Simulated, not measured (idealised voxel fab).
This section sets out a process module, namely voxel self aligned contacts.
Displayed cross-section: cut, width of 160 nm, square cells sized 5 nm.
Just so we're on the same page, the cross-sections are grids of square cells, and they're listed out in bands top to bottom, each band one or more rows deep. In this notation a band is specified by the heights of its top and bottom, in that order and in nm, after which its materials appear from left to right, each paired with its width in nm. The word "edge to edge" attached to a single material means that material fills the band from edge to edge; the word "air" stands for empty space. A quick word on heights: they are counted from 0, and under that level the wafer as it came to us is one material throughout. The lowest band is different from the rest in having no bottom; it simply continues downward, written as in "from 0 down". A width given as "30->40" starts at the first number in the band's top row and ends at the second number in its bottom row, shifting by an equal amount at every step from row to row. The designation "remains unaltered", where it is given for a processing step, indicates that no cell of the cross-section was altered in the course of that step. You'll see "Voids, enclosed" listing empty spaces that have no way open to the top, as long as they're 8 cells or more; the notation is width x height at distance, where the distance is from the left edge, and all of it is in nm. Heads up: the bit after the settings on a step's line is the simulator's remark on that step. Steps that use a mask can have "overlay nm" on their line. It says how far the mask sat to the right of where it was meant to be. Negative means to the left.
[Below is the list of planned process steps]
1: RECEIVE [material Si]
2: CONFORMAL_DEP [material SiO2] [thk nm 5]
3: DIRECTIONAL_DEP [material polySi] [thk nm 20]
4: DIRECTIONAL_DEP [material SiN] [thk nm 20]
5: MASKED_ETCH [tone cover] [mask id GATE] [width nm 30] [pitch nm 75] [etch materials SiN] [depth nm 20] [overlay nm 0]
6: MASKED_ETCH [tone cover] [mask id GATE] [width nm 30] [pitch nm 75] [etch materials polySi] [depth nm 20] [overlay nm 0]
7: CONFORMAL_DEP [material SiN] [thk nm 10]
8: DIRECTIONAL_ETCH [etch materials SiN] [depth nm 10]
9: FILL_DEP [material SiO2] [thk nm 15]
10: CMP [height nm 50]
11: PATTERN [tone open] [mask id CONTACT] [material resist] [width nm 55] [thk nm 20] [overlay nm 0]
12: DIRECTIONAL_ETCH [etch materials SiO2] [depth nm 50]
13: STRIP [etch materials resist]
14: CONFORMAL_DEP [material TiN] [thk nm 5]
15: FILL_DEP [material W] [thk nm 10]
16: CMP [height nm 50]
17: CONFORMAL_DEP [material SiN] [thk nm 5]
[The first wafer of two, processed as planned]
[This is the cross-section of the wafer as we received it, i.e. after step 1]
from 0 down: Si edge to edge
Voids, enclosed: none
[Once step 2 is through, the wafer looks like this in cross-section]
from 5 to 0: SiO2 edge to edge
Below 0, the layers are the same as they were.
[Once step 3 is through, the wafer looks like this in cross-section]
from 25 to 5: polySi edge to edge
Below 5, the layers are the same as they were.
[Once step 4 is through, the wafer looks like this in cross-section]
from 45 to 25: SiN edge to edge
Below 25, the layers are the same as they were.
[Once step 5 is through, the wafer looks like this in cross-section]
from 45 to 25: air (25)  SiN (30)  air (45)  SiN (30)  air (30)
Below 25, the layers are the same as they were.
[Once step 6 is through, the wafer looks like this in cross-section]
from 45 to 25: air (25)  SiN (30)  air (45)  SiN (30)  air (30)
from 25 to 5: air (25)  polySi (30)  air (45)  polySi (30)  air (30)
Below 5, the layers are the same as they were.
[Once step 7 is through, the wafer looks like this in cross-section]
from 55 to 25: air (15)  SiN (50)  air (25)  SiN (50)  air (20)
from 25 to 15: air (15)  SiN (10)  polySi (30)  SiN (10)  air (25)  SiN (10)  polySi (30)  SiN (10)  air (20)
from 15 to 5: SiN (25)  polySi (30)  SiN (45)  polySi (30)  SiN (30)
Below 5, the layers are the same as they were.
[Once step 8 is through, the wafer looks like this in cross-section]
from 45 to 25: air (15)  SiN (50)  air (25)  SiN (50)  air (20)
from 25 to 5: air (15)  SiN (10)  polySi (30)  SiN (10)  air (25)  SiN (10)  polySi (30)  SiN (10)  air (20)
Below 5, the layers are the same as they were.
[Once step 9 is through, the wafer looks like this in cross-section]
from 60 to 45: SiO2 edge to edge
from 45 to 25: SiO2 (15)  SiN (50)  SiO2 (25)  SiN (50)  SiO2 (20)
from 25 to 5: SiO2 (15)  SiN (10)  polySi (30)  SiN (10)  SiO2 (25)  SiN (10)  polySi (30)  SiN (10)  SiO2 (20)
Below 5, the layers are the same as they were.
[Once step 10 is through, the wafer looks like this in cross-section]
from 50 to 45: SiO2 edge to edge
Below 45, the layers are the same as they were.
[Once step 11 is through, the wafer looks like this in cross-section]
from 70 to 50: resist (50)  air (55)  resist (55)
Below 50, the layers are the same as they were.
[Once step 12 is through, the wafer looks like this in cross-section]
from 70 to 50: resist (50)  air (55)  resist (55)
from 50 to 45: SiO2 (50)  air (55)  SiO2 (55)
from 45 to 25: SiO2 (15)  SiN (50)  air (25)  SiN (50)  SiO2 (20)
from 25 to 5: SiO2 (15)  SiN (10)  polySi (30)  SiN (10)  air (25)  SiN (10)  polySi (30)  SiN (10)  SiO2 (20)
from 5 to 0: SiO2 (65)  air (25)  SiO2 (70)
Below 0, the layers are the same as they were.
[Once step 13 is through, the wafer looks like this in cross-section]
from 50 to 45: SiO2 (50)  air (55)  SiO2 (55)
Below 45, the layers are the same as they were.
[Once step 14 is through, the wafer looks like this in cross-section]
from 55 to 50: TiN (55)  air (45)  TiN (60)
from 50 to 45: SiO2 (50)  TiN (20)  air (15)  TiN (20)  SiO2 (55)
from 45 to 25: SiO2 (15)  SiN (50)  TiN (5)  air (15)  TiN (5)  SiN (50)  SiO2 (20)
from 25 to 5: SiO2 (15)  SiN (10)  polySi (30)  SiN (10)  TiN (5)  air (15)  TiN (5)  SiN (10)  polySi (30)  SiN (10)  SiO2 (20)
from 5 to 0: SiO2 (65)  TiN (25)  SiO2 (70)
Below 0, the layers are the same as they were.
[Once step 15 is through, the wafer looks like this in cross-section]
from 65 to 55: W edge to edge
from 55 to 50: TiN (55)  W (45)  TiN (60)
from 50 to 45: SiO2 (50)  TiN (20)  W (15)  TiN (20)  SiO2 (55)
from 45 to 25: SiO2 (15)  SiN (50)  TiN (5)  W (15)  TiN (5)  SiN (50)  SiO2 (20)
from 25 to 5: SiO2 (15)  SiN (10)  polySi (30)  SiN (10)  TiN (5)  W (15)  TiN (5)  SiN (10)  polySi (30)  SiN (10)  SiO2 (20)
Below 5, the layers are the same as they were.
[Once step 16 is through, the wafer looks like this in cross-section]
from 50 to 45: SiO2 (50)  TiN (20)  W (15)  TiN (20)  SiO2 (55)
Below 45, the layers are the same as they were.
[Once step 17 is through, the wafer looks like this in cross-section]
from 55 to 50: SiN edge to edge
Below 50, the layers are the same as they were.
[The second wafer: identical to the first at the outset and in its planned sequence, differing only in that one mistake was made during processing; up to and including step 6, its path is the first wafer's path]
X-section, second wafer, when step 7 was due to finish: remains unaltered
[X-section, second wafer, when step 8 was due to finish]
from 35 to 25: air (25)  SiN (30)  air (45)  SiN (30)  air (30)
Below 25, the layers are the same as they were.
[X-section, second wafer, when step 9 was due to finish]
from 50 to 35: SiO2 edge to edge
from 35 to 25: SiO2 (25)  SiN (30)  SiO2 (45)  SiN (30)  SiO2 (30)
from 25 to 5: SiO2 (25)  polySi (30)  SiO2 (45)  polySi (30)  SiO2 (30)
Below 5, the layers are the same as they were.
X-section, second wafer, when step 10 was due to finish: remains unaltered
[X-section, second wafer, when step 11 was due to finish]
from 70 to 50: resist (50)  air (55)  resist (55)
Below 50, the layers are the same as they were.
[X-section, second wafer, when step 12 was due to finish]
from 70 to 50: resist (50)  air (55)  resist (55)
from 50 to 35: SiO2 (50)  air (55)  SiO2 (55)
from 35 to 25: SiO2 (25)  SiN (30)  air (45)  SiN (30)  SiO2 (30)
from 25 to 5: SiO2 (25)  polySi (30)  air (45)  polySi (30)  SiO2 (30)
from 5 to 0: SiO2 (55)  air (45)  SiO2 (60)
Below 0, the layers are the same as they were.
[X-section, second wafer, when step 13 was due to finish]
from 50 to 35: SiO2 (50)  air (55)  SiO2 (55)
Below 35, the layers are the same as they were.
[X-section, second wafer, when step 14 was due to finish]
from 55 to 50: TiN (55)  air (45)  TiN (60)
from 50 to 40: SiO2 (50)  TiN (5)  air (45)  TiN (5)  SiO2 (55)
from 40 to 35: SiO2 (50)  TiN (10)  air (35)  TiN (10)  SiO2 (55)
from 35 to 25: SiO2 (25)  SiN (30)  TiN (5)  air (35)  TiN (5)  SiN (30)  SiO2 (30)
from 25 to 5: SiO2 (25)  polySi (30)  TiN (5)  air (35)  TiN (5)  polySi (30)  SiO2 (30)
from 5 to 0: SiO2 (55)  TiN (45)  SiO2 (60)
Below 0, the layers are the same as they were.
[X-section, second wafer, when step 15 was due to finish]
from 65 to 55: W edge to edge
from 55 to 50: TiN (55)  W (45)  TiN (60)
from 50 to 40: SiO2 (50)  TiN (5)  W (45)  TiN (5)  SiO2 (55)
from 40 to 35: SiO2 (50)  TiN (10)  W (35)  TiN (10)  SiO2 (55)
from 35 to 25: SiO2 (25)  SiN (30)  TiN (5)  W (35)  TiN (5)  SiN (30)  SiO2 (30)
from 25 to 5: SiO2 (25)  polySi (30)  TiN (5)  W (35)  TiN (5)  polySi (30)  SiO2 (30)
Below 5, the layers are the same as they were.
[X-section, second wafer, when step 16 was due to finish]
from 50 to 40: SiO2 (50)  TiN (5)  W (45)  TiN (5)  SiO2 (55)
Below 40, the layers are the same as they were.
[X-section, second wafer, when step 17 was due to finish]
from 55 to 50: SiN edge to edge
Below 50, the layers are the same as they were.
Diagnosis: with respect to the plan, step 7 was omitted and not executed
End of process, cell counts, second wafer against first, materials with more or fewer: 88 fewer of SiN, 48 more of SiO2, 40 more of W
